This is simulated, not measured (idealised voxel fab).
Proc. module: voxel gate over fins
Cross-section cut spans 280 nm and uses square cells 5 nm in size.
Square cells in a grid make up a cross-section in this document, and the grid is given as bands, listed from the top down, each one or more rows of cells.
The entry gives the band's vertical extent as a top height and a bottom height in nm, then its horizontal make-up as materials from left to right, each with a width in nm. "air" stands for empty space; a single material marked "throughout" fills the band edge to edge.
Heights are expressed relative to 0, this being the level below which the as-received wafer comprises one material exclusively. The lowest band is unbounded in the downward direction and is denoted as in "from 0 down".
Graded width ("30 to 40"): value in top row of band = first number; value in bottom row = second number; row-to-row change constant.
"remained unchanged", as given for a step, is the statement that not any cell of the cross-section underwent a change during that step.
"Enclosed internal voids" lists enclosed empty spaces (at least 8 cells, no open path upward to the top), each as width x height at distance from the left edge, in nm.
On a step's line, text after the settings is the simulator commenting on that step.
Among the settings permitted on a step's line is "overlay nm"; applied to a step with a mask, it specifies the extent to which the mask lay to the right of its planned position, whereas a negative figure signifies a position to the left.
Steps planned for the process
1: op RECEIVE | material Si
2: op CONFORMAL_DEP | material SiN | thk nm 5
3: op PATTERN | tone cover | mask id FINS | material resist | width nm 15 | pitch nm 35 | thk nm 15 | overlay nm 0
4: op DIRECTIONAL_ETCH | etch materials SiN | depth nm 5
5: op DIRECTIONAL_ETCH | etch materials Si | depth nm 40
6: op STRIP | etch materials resist
7: op OXIDIZE | depth nm 5
8: op FILL_DEP | material SiO2 | thk nm 15
9: op CMP | height nm 5
10: op SELECTIVE_ETCH | etch materials SiO2 | depth nm 15
11: op STRIP | etch materials SiN
12: op CONFORMAL_DEP | material HfO2 | thk nm 5
13: op CONFORMAL_DEP | material TiN | thk nm 5
14: op CONFORMAL_DEP | material TiAl | thk nm 5
15: op CONFORMAL_DEP | material TiN | thk nm 5
16: op FILL_DEP | material W | thk nm 10
17: op CMP | height nm 25
18: op CONFORMAL_DEP | material SiN | thk nm 10
What follows covers the first of two wafers; it ran as planned
The cross-section here shows the wafer as received, i.e. in its state after step 1
from 0 down: Si throughout
Enclosed internal voids: none
Presented here is a cross-section of the wafer after step 2 has been performed
from 5 to 0: SiN throughout
Below 0 it's all the same as before, nothing changed down there.
Presented here is a cross-section of the wafer after step 3 has been performed
from 20 to 5: 95 of air, 15 of resist, 20 of air, 15 of resist, 20 of air, 15 of resist, 100 of air
Below 5 it's all the same as before, nothing changed down there.
Presented here is a cross-section of the wafer after step 4 has been performed
from 20 to 5: 95 of air, 15 of resist, 20 of air, 15 of resist, 20 of air, 15 of resist, 100 of air
from 5 to 0: 95 of air, 15 of SiN, 20 of air, 15 of SiN, 20 of air, 15 of SiN, 100 of air
Below 0 it's all the same as before, nothing changed down there.
Presented here is a cross-section of the wafer after step 5 has been performed
from 20 to 5: 95 of air, 15 of resist, 20 of air, 15 of resist, 20 of air, 15 of resist, 100 of air
from 5 to 0: 95 of air, 15 of SiN, 20 of air, 15 of SiN, 20 of air, 15 of SiN, 100 of air
from 0 to -40: 95 of air, 15 of Si, 20 of air, 15 of Si, 20 of air, 15 of Si, 100 of air
Below -40 it's all the same as before, nothing changed down there.
Presented here is a cross-section of the wafer after step 6 has been performed
from 5 to 0: 95 of air, 15 of SiN, 20 of air, 15 of SiN, 20 of air, 15 of SiN, 100 of air
Below 0 it's all the same as before, nothing changed down there.
Presented here is a cross-section of the wafer after step 7 has been performed
from 5 to 0: 95 of air, 15 of SiN, 20 of air, 15 of SiN, 20 of air, 15 of SiN, 100 of air
from 0 to -40: 95 of air, 5 of SiO2, 5 of Si, 5 of SiO2, 20 of air, 5 of SiO2, 5 of Si, 5 of SiO2, 20 of air, 5 of SiO2, 5 of Si, 5 of SiO2, 100 of air
from -40 to -45: 100 of SiO2, 5 of Si, 30 of SiO2, 5 of Si, 30 of SiO2, 5 of Si, 105 of SiO2
Below -45 it's all the same as before, nothing changed down there.
Presented here is a cross-section of the wafer after step 8 has been performed
from 20 to 5: SiO2 throughout
from 5 to 0: 95 of SiO2, 15 of SiN, 20 of SiO2, 15 of SiN, 20 of SiO2, 15 of SiN, 100 of SiO2
from 0 to -45: 100 of SiO2, 5 of Si, 30 of SiO2, 5 of Si, 30 of SiO2, 5 of Si, 105 of SiO2
Below -45 it's all the same as before, nothing changed down there.
Presented here is a cross-section of the wafer after step 9 has been performed
from 5 to 0: 95 of SiO2, 15 of SiN, 20 of SiO2, 15 of SiN, 20 of SiO2, 15 of SiN, 100 of SiO2
Below 0 it's all the same as before, nothing changed down there.
Presented here is a cross-section of the wafer after step 10 has been performed
from 5 to 0: 95 of air, 15 of SiN, 20 of air, 15 of SiN, 20 of air, 15 of SiN, 100 of air
from 0 to -10: 100 of air, 5 of Si, 30 of air, 5 of Si, 30 of air, 5 of Si, 105 of air
Below -10 it's all the same as before, nothing changed down there.
Presented here is a cross-section of the wafer after step 11 has been performed
from 0 to -10: 100 of air, 5 of Si, 30 of air, 5 of Si, 30 of air, 5 of Si, 105 of air
Below -10 it's all the same as before, nothing changed down there.
Presented here is a cross-section of the wafer after step 12 has been performed
from 5 to 0: 95 of air, 15 of HfO2, 20 of air, 15 of HfO2, 20 of air, 15 of HfO2, 100 of air
from 0 to -5: 95 of air, 5 of HfO2, 5 of Si, 5 of HfO2, 20 of air, 5 of HfO2, 5 of Si, 5 of HfO2, 20 of air, 5 of HfO2, 5 of Si, 5 of HfO2, 100 of air
from -5 to -10: 100 of HfO2, 5 of Si, 30 of HfO2, 5 of Si, 30 of HfO2, 5 of Si, 105 of HfO2
Below -10 it's all the same as before, nothing changed down there.
Presented here is a cross-section of the wafer after step 13 has been performed
from 10 to 5: 90 of air, 25 of TiN, 10 of air, 25 of TiN, 10 of air, 25 of TiN, 95 of air
from 5 to 0: 90 of air, 5 of TiN, 15 of HfO2, 5 of TiN, 10 of air, 5 of TiN, 15 of HfO2, 5 of TiN, 10 of air, 5 of TiN, 15 of HfO2, 5 of TiN, 95 of air
from 0 to -5: 95 of TiN, 5 of HfO2, 5 of Si, 5 of HfO2, 20 of TiN, 5 of HfO2, 5 of Si, 5 of HfO2, 20 of TiN, 5 of HfO2, 5 of Si, 5 of HfO2, 100 of TiN
Below -5 it's all the same as before, nothing changed down there.
Presented here is a cross-section of the wafer after step 14 has been performed
from 15 to 10: 85 of air, 105 of TiAl, 90 of air
from 10 to 5: 85 of air, 5 of TiAl, 25 of TiN, 10 of TiAl, 25 of TiN, 10 of TiAl, 25 of TiN, 5 of TiAl, 90 of air
from 5 to 0: 90 of TiAl, 5 of TiN, 15 of HfO2, 5 of TiN, 10 of TiAl, 5 of TiN, 15 of HfO2, 5 of TiN, 10 of TiAl, 5 of TiN, 15 of HfO2, 5 of TiN, 95 of TiAl
Below 0 it's all the same as before, nothing changed down there.
Presented here is a cross-section of the wafer after step 15 has been performed
from 20 to 15: 80 of air, 115 of TiN, 85 of air
from 15 to 10: 80 of air, 5 of TiN, 105 of TiAl, 5 of TiN, 85 of air
from 10 to 5: 85 of TiN, 5 of TiAl, 25 of TiN, 10 of TiAl, 25 of TiN, 10 of TiAl, 25 of TiN, 5 of TiAl, 90 of TiN
Below 5 it's all the same as before, nothing changed down there.
Presented here is a cross-section of the wafer after step 16 has been performed
from 30 to 20: W throughout
from 20 to 15: 80 of W, 115 of TiN, 85 of W
from 15 to 10: 80 of W, 5 of TiN, 105 of TiAl, 5 of TiN, 85 of W
Below 10 it's all the same as before, nothing changed down there.
Presented here is a cross-section of the wafer after step 17 has been performed
from 25 to 20: W throughout
Below 20 it's all the same as before, nothing changed down there.
Presented here is a cross-section of the wafer after step 18 has been performed
from 35 to 25: SiN throughout
Below 25 it's all the same as before, nothing changed down there.
Second Wafer (Identical Start and Plan, One Processing Error; Matches First Wafer Through Step 9)
Here is the second wafer in cross-section at the point where step 10 of the plan should have been done
from 5 to 0: 95 of air, 15 of SiN, 20 of air, 15 of SiN, 20 of air, 15 of SiN, 100 of air
from 0 to -25: 100 of air, 5 of Si, 30 of air, 5 of Si, 30 of air, 5 of Si, 105 of air
Below -25 it's all the same as before, nothing changed down there.
Here is the second wafer in cross-section at the point where step 11 of the plan should have been done
from 0 to -25: 100 of air, 5 of Si, 30 of air, 5 of Si, 30 of air, 5 of Si, 105 of air
Below -25 it's all the same as before, nothing changed down there.
Here is the second wafer in cross-section at the point where step 12 of the plan should have been done
from 5 to 0: 95 of air, 15 of HfO2, 20 of air, 15 of HfO2, 20 of air, 15 of HfO2, 100 of air
from 0 to -20: 95 of air, 5 of HfO2, 5 of Si, 5 of HfO2, 20 of air, 5 of HfO2, 5 of Si, 5 of HfO2, 20 of air, 5 of HfO2, 5 of Si, 5 of HfO2, 100 of air
from -20 to -25: 100 of HfO2, 5 of Si, 30 of HfO2, 5 of Si, 30 of HfO2, 5 of Si, 105 of HfO2
Below -25 it's all the same as before, nothing changed down there.
Here is the second wafer in cross-section at the point where step 13 of the plan should have been done
from 10 to 5: 90 of air, 25 of TiN, 10 of air, 25 of TiN, 10 of air, 25 of TiN, 95 of air
from 5 to 0: 90 of air, 5 of TiN, 15 of HfO2, 5 of TiN, 10 of air, 5 of TiN, 15 of HfO2, 5 of TiN, 10 of air, 5 of TiN, 15 of HfO2, 5 of TiN, 95 of air
from 0 to -15: 90 of air, 5 of TiN, 5 of HfO2, 5 of Si, 5 of HfO2, 5 of TiN, 10 of air, 5 of TiN, 5 of HfO2, 5 of Si, 5 of HfO2, 5 of TiN, 10 of air, 5 of TiN, 5 of HfO2, 5 of Si, 5 of HfO2, 5 of TiN, 95 of air
from -15 to -20: 95 of TiN, 5 of HfO2, 5 of Si, 5 of HfO2, 20 of TiN, 5 of HfO2, 5 of Si, 5 of HfO2, 20 of TiN, 5 of HfO2, 5 of Si, 5 of HfO2, 100 of TiN
Below -20 it's all the same as before, nothing changed down there.
Here is the second wafer in cross-section at the point where step 14 of the plan should have been done
from 15 to 10: 85 of air, 105 of TiAl, 90 of air
from 10 to 5: 85 of air, 5 of TiAl, 25 of TiN, 10 of TiAl, 25 of TiN, 10 of TiAl, 25 of TiN, 5 of TiAl, 90 of air
from 5 to 0: 85 of air, 5 of TiAl, 5 of TiN, 15 of HfO2, 5 of TiN, 10 of TiAl, 5 of TiN, 15 of HfO2, 5 of TiN, 10 of TiAl, 5 of TiN, 15 of HfO2, 5 of TiN, 5 of TiAl, 90 of air
from 0 to -10: 85 of air, 5 of TiAl, 5 of TiN, 5 of HfO2, 5 of Si, 5 of HfO2, 5 of TiN, 10 of TiAl, 5 of TiN, 5 of HfO2, 5 of Si, 5 of HfO2, 5 of TiN, 10 of TiAl, 5 of TiN, 5 of HfO2, 5 of Si, 5 of HfO2, 5 of TiN, 5 of TiAl, 90 of air
from -10 to -15: 90 of TiAl, 5 of TiN, 5 of HfO2, 5 of Si, 5 of HfO2, 5 of TiN, 10 of TiAl, 5 of TiN, 5 of HfO2, 5 of Si, 5 of HfO2, 5 of TiN, 10 of TiAl, 5 of TiN, 5 of HfO2, 5 of Si, 5 of HfO2, 5 of TiN, 95 of TiAl
Below -15 it's all the same as before, nothing changed down there.
Here is the second wafer in cross-section at the point where step 15 of the plan should have been done
from 20 to 15: 80 of air, 115 of TiN, 85 of air
from 15 to 10: 80 of air, 5 of TiN, 105 of TiAl, 5 of TiN, 85 of air
from 10 to 5: 80 of air, 5 of TiN, 5 of TiAl, 25 of TiN, 10 of TiAl, 25 of TiN, 10 of TiAl, 25 of TiN, 5 of TiAl, 5 of TiN, 85 of air
from 5 to 0: 80 of air, 5 of TiN, 5 of TiAl, 5 of TiN, 15 of HfO2, 5 of TiN, 10 of TiAl, 5 of TiN, 15 of HfO2, 5 of TiN, 10 of TiAl, 5 of TiN, 15 of HfO2, 5 of TiN, 5 of TiAl, 5 of TiN, 85 of air
from 0 to -5: 80 of air, 5 of TiN, 5 of TiAl, 5 of TiN, 5 of HfO2, 5 of Si, 5 of HfO2, 5 of TiN, 10 of TiAl, 5 of TiN, 5 of HfO2, 5 of Si, 5 of HfO2, 5 of TiN, 10 of TiAl, 5 of TiN, 5 of HfO2, 5 of Si, 5 of HfO2, 5 of TiN, 5 of TiAl, 5 of TiN, 85 of air
from -5 to -10: 85 of TiN, 5 of TiAl, 5 of TiN, 5 of HfO2, 5 of Si, 5 of HfO2, 5 of TiN, 10 of TiAl, 5 of TiN, 5 of HfO2, 5 of Si, 5 of HfO2, 5 of TiN, 10 of TiAl, 5 of TiN, 5 of HfO2, 5 of Si, 5 of HfO2, 5 of TiN, 5 of TiAl, 90 of TiN
Below -10 it's all the same as before, nothing changed down there.
Here is the second wafer in cross-section at the point where step 16 of the plan should have been done
from 30 to 20: W throughout
from 20 to 15: 80 of W, 115 of TiN, 85 of W
from 15 to 10: 80 of W, 5 of TiN, 105 of TiAl, 5 of TiN, 85 of W
from 10 to 5: 80 of W, 5 of TiN, 5 of TiAl, 25 of TiN, 10 of TiAl, 25 of TiN, 10 of TiAl, 25 of TiN, 5 of TiAl, 5 of TiN, 85 of W
from 5 to 0: 80 of W, 5 of TiN, 5 of TiAl, 5 of TiN, 15 of HfO2, 5 of TiN, 10 of TiAl, 5 of TiN, 15 of HfO2, 5 of TiN, 10 of TiAl, 5 of TiN, 15 of HfO2, 5 of TiN, 5 of TiAl, 5 of TiN, 85 of W
from 0 to -5: 80 of W, 5 of TiN, 5 of TiAl, 5 of TiN, 5 of HfO2, 5 of Si, 5 of HfO2, 5 of TiN, 10 of TiAl, 5 of TiN, 5 of HfO2, 5 of Si, 5 of HfO2, 5 of TiN, 10 of TiAl, 5 of TiN, 5 of HfO2, 5 of Si, 5 of HfO2, 5 of TiN, 5 of TiAl, 5 of TiN, 85 of W
Below -5 it's all the same as before, nothing changed down there.
Here is the second wafer in cross-section at the point where step 17 of the plan should have been done
from 25 to 20: W throughout
Below 20 it's all the same as before, nothing changed down there.
Here is the second wafer in cross-section at the point where step 18 of the plan should have been done
from 35 to 25: SiN throughout
Below 25 it's all the same as before, nothing changed down there.
The plan and the run diverged here: step 10 of the plan was executed twice over
Heads up, by the end the second wafer has more or fewer cells of some materials compared to the first: +18 HfO2, -159 SiO2, +18 TiAl, +24 TiN, +99 W
